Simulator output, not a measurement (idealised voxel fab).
process module | voxel gate over fins
cross-section cut | 255 nm wide | cells 5 nm
A cross-section is a grid of square cells, given in bands from the top down. A band is one or more rows of cells.
Each band's line starts with the height of the band's top and of its bottom, in nm. Then come its materials from left to right, each with its width in nm. One material with "throughout" fills the band from edge to edge. "air" is empty space.
Height 0 is the level under which the wafer as received is all one material. The lowest band goes on downwards, as in "0 down".
A width such as "30 to 40" changes by the same amount from each row of cells to the next, from the band's top row to its bottom row.
"no change" after a step means that no cell of the cross-section changed.
closed voids: empty space of 8 cells or more with no open way to the top, each as width x height at its distance from the left edge, in nm
after a step's settings: what the simulator itself notes on the step
overlay nm, on a step with a mask: how far to the right of its planned place the mask lay; to the left if negative
plan
1 op RECEIVE | material Si
2 op CONFORMAL_DEP | material SiN | thk nm 5
3 op DIRECTIONAL_DEP | material aC | thk nm 15
4 op PATTERN | tone cover | mask id FINS | material resist | width nm 15 | pitch nm 45 | thk nm 35 | overlay nm 0
5 op DIRECTIONAL_ETCH | etch materials aC | depth nm 15
6 op STRIP | etch materials resist
7 op DIRECTIONAL_ETCH | etch materials SiN | depth nm 5
8 op DIRECTIONAL_ETCH | etch materials Si | depth nm 40
9 op STRIP | etch materials aC
10 op FILL_DEP | material SiO2 | thk nm 10
11 op CMP | height nm 5
12 op SELECTIVE_ETCH | etch materials SiO2 | depth nm 15
13 op STRIP | etch materials SiN
14 op CONFORMAL_DEP | material HfO2 | thk nm 5
15 op CONFORMAL_DEP | material TiN | thk nm 5
16 op CONFORMAL_DEP | material TiAl | thk nm 5
17 op CONFORMAL_DEP | material TiN | thk nm 5
18 op FILL_DEP | material W | thk nm 10
19 op CMP | height nm 25
20 op CONFORMAL_DEP | material SiCN | thk nm 10
as received, after step 1
  0 down: Si throughout
  closed voids: none
a wafer at the end: this start, this plan, one mistake
  35 to 25: SiCN throughout
  25 to 20: W 65 | TiN 5 | TiAl 110 | TiN 5 | W 70
  20 to 15: TiN 70 | TiAl 110 | TiN 75
  15 to 10: TiAl throughout
  10 to 5: TiAl 85 | TiN 35 | TiAl 10 | TiN 35 | TiAl 90
  5 to 0: TiAl 85 | TiN 5 | HfO2 25 | TiN 5 | TiAl 10 | TiN 5 | HfO2 25 | TiN 5 | TiAl 90
  0 to -5: TiN 90 | HfO2 5 | Si 15 | HfO2 5 | TiN 20 | HfO2 5 | Si 15 | HfO2 5 | TiN 95
  -5 to -10: HfO2 95 | Si 15 | HfO2 30 | Si 15 | HfO2 100
  -10 to -40: SiO2 95 | Si 15 | SiO2 30 | Si 15 | SiO2 100
  -40 down: Si throughout
  closed voids: none
what went wrong: step 16 ran as: op CONFORMAL_DEP | material TiAl | thk nm 15
